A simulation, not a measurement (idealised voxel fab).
The process module that follows is named voxel spacer lines.
Shown is cross-section cut, with a width of 270 nm and square cells of size 5 nm.
Cross-sections here: square-cell grids, written as top-down lists of bands, a band being one or more rows of cells.
Band entry format. Leading values: height of top, height of bottom, nm. Remainder: materials in left-to-right order, each with its width in nm. Special words: "full width" on a single material, which then fills the band edge to edge; "air", empty space.
For the purposes of this specification, 0 denotes the height below which the wafer in its as-received condition is composed wholly of one material, and the lowermost band, lacking a lower limit, extends downward without end, as expressed in "top 0, no bottom".
Width "30->40": first value at the band's top row of cells, second value at its bottom row, equal change from row to row.
Any step labelled "no change occurred" changed none of the cells in the cross-section.
Each empty space that has no open way to the top and spans at least 8 cells appears under "Closed voids list" as width x height at distance, the distance counted from the left edge, all in nm.
If you see something after the settings on a step's line, that's the simulator's own remark about that step.
overlay nm: how far to the right of its planned place the mask lay on this masked step (negative: to the left).

# Planned process steps
- 1: RECEIVE,material Si
- 2: CONFORMAL_DEP,material Al2O3,thk nm 10
- 3: DIRECTIONAL_DEP,material polySi,thk nm 20
- 4: DIRECTIONAL_DEP,material aC,thk nm 25
- 5: PATTERN,tone cover,mask id MANDREL,material resist,width nm 25,pitch nm 80,thk nm 35,overlay nm 0
- 6: DIRECTIONAL_ETCH,etch materials aC,depth nm 25
- 7: STRIP,etch materials resist
- 8: CONFORMAL_DEP,material SiN,thk nm 15
- 9: DIRECTIONAL_ETCH,etch materials SiN,depth nm 15
- 10: STRIP,etch materials aC
- 11: DIRECTIONAL_ETCH,etch materials polySi,depth nm 20
- 12: STRIP,etch materials SiN

# As-received state of the wafer in cross-section, equivalent to post-step 1
top 0, no bottom | Si full width
Closed voids list: none

# End-of-module cross-section. Starting structure and process plan as above; one mistake made in running it
top 30, bottom 10 | 80 air; 25 polySi; 55 air; 25 polySi; 85 air
top 10, bottom 0 | Al2O3 full width
top 0, no bottom | Si full width
Closed voids list: none
Against the plan, the run slipped here: step 5 was run on a setting that differed from the plan, and what really ran there is PATTERN,tone open,mask id MANDREL,material resist,width nm 25,pitch nm 80,thk nm 35,overlay nm 0
